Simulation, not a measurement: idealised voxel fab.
process module | voxel self aligned vias
cross-section cut | 295 nm wide | cells 5 nm
A cross-section is a grid of square cells, given in bands from the top down. A band is one or more rows of cells.
Each band's line starts with the height of the band's top and of its bottom, in nm. Then come its materials from left to right, each with its width in nm. One material with "throughout" fills the band from edge to edge. "air" is empty space.
Height 0 is the level under which the wafer as received is all one material. The lowest band goes on downwards, as in "0 down".
A width such as "30 to 40" changes by the same amount from each row of cells to the next, from the band's top row to its bottom row.
"no change" after a step means that no cell of the cross-section changed.
closed voids: empty space of 8 cells or more with no open way to the top, each as width x height at its distance from the left edge, in nm
after a step's settings: what the simulator itself notes on the step
overlay nm, on a step with a mask: how far to the right of its planned place the mask lay; to the left if negative
plan
1 op RECEIVE | material Si
2 op CONFORMAL_DEP | material SiO2 | thk nm 15
3 op CONFORMAL_DEP | material SiCN | thk nm 5
4 op DIRECTIONAL_DEP | material SiO2 | thk nm 20
5 op PATTERN | tone open | mask id LINES | material resist | width nm 20 | pitch nm 60 | thk nm 15 | overlay nm 0
6 op DIRECTIONAL_ETCH | etch materials SiO2 | depth nm 20
7 op STRIP | etch materials resist
8 op CONFORMAL_DEP | material TiN | thk nm 5
9 op FILL_DEP | material Ru | thk nm 5
10 op CMP | height nm 40
11 op SELECTIVE_ETCH | etch materials W Ru TiN | depth nm 5
12 op FILL_DEP | material SiN | thk nm 5
13 op CMP | height nm 40
14 op DIRECTIONAL_DEP | material SiO2 | thk nm 20
15 op PATTERN | tone open | mask id VIAS | material resist | width nm 30 | pitch nm 60 | thk nm 20 | overlay nm 0
16 op DIRECTIONAL_ETCH | etch materials SiO2 | depth nm 20
17 op DIRECTIONAL_ETCH | etch materials SiN | depth nm 5
18 op STRIP | etch materials resist
19 op CONFORMAL_DEP | material TiN | thk nm 5
20 op FILL_DEP | material Cu | thk nm 10
21 op CMP | height nm 60
22 op CONFORMAL_DEP | material SiN | thk nm 5
as received, after step 1
  0 down: Si throughout
  closed voids: none
first wafer at the end, as planned
  65 to 60: SiN throughout
  60 to 45: SiO2 70 | TiN 5 | Cu 20 | TiN 5 | SiO2 30 | TiN 5 | Cu 20 | TiN 5 | SiO2 30 | TiN 5 | Cu 20 | TiN 5 | SiO2 75
  45 to 40: SiO2 70 | TiN 10 | Cu 10 | TiN 10 | SiO2 30 | TiN 10 | Cu 10 | TiN 10 | SiO2 30 | TiN 10 | Cu 10 | TiN 10 | SiO2 75
  40 to 35: SiO2 75 | TiN 20 | SiO2 40 | TiN 20 | SiO2 40 | TiN 20 | SiO2 80
  35 to 25: SiO2 75 | TiN 5 | Ru 10 | TiN 5 | SiO2 40 | TiN 5 | Ru 10 | TiN 5 | SiO2 40 | TiN 5 | Ru 10 | TiN 5 | SiO2 80
  25 to 20: SiO2 75 | TiN 20 | SiO2 40 | TiN 20 | SiO2 40 | TiN 20 | SiO2 80
  20 to 15: SiCN throughout
  15 to 0: SiO2 throughout
  0 down: Si throughout
  closed voids: none
second wafer at the end: like start, like plan, one mistake
  65 to 60: SiN throughout
  60 to 45: SiO2 70 | TiN 5 | Cu 20 | TiN 5 | SiO2 30 | TiN 5 | Cu 20 | TiN 5 | SiO2 30 | TiN 5 | Cu 20 | TiN 5 | SiO2 75
  45 to 40: SiO2 70 | TiN 10 | Cu 10 | TiN 10 | SiO2 30 | TiN 10 | Cu 10 | TiN 10 | SiO2 30 | TiN 10 | Cu 10 | TiN 10 | SiO2 75
  40 to 35: SiO2 75 | TiN 20 | SiO2 40 | TiN 20 | SiO2 40 | TiN 20 | SiO2 80
  35 to 30: SiCN throughout
  30 to 0: SiO2 throughout
  0 down: Si throughout
  closed voids: none
what went wrong: step 2 was run twice
at the end the second wafer has, in cells: 12 fewer of Ru | 36 more of SiO2 | 24 fewer of TiN
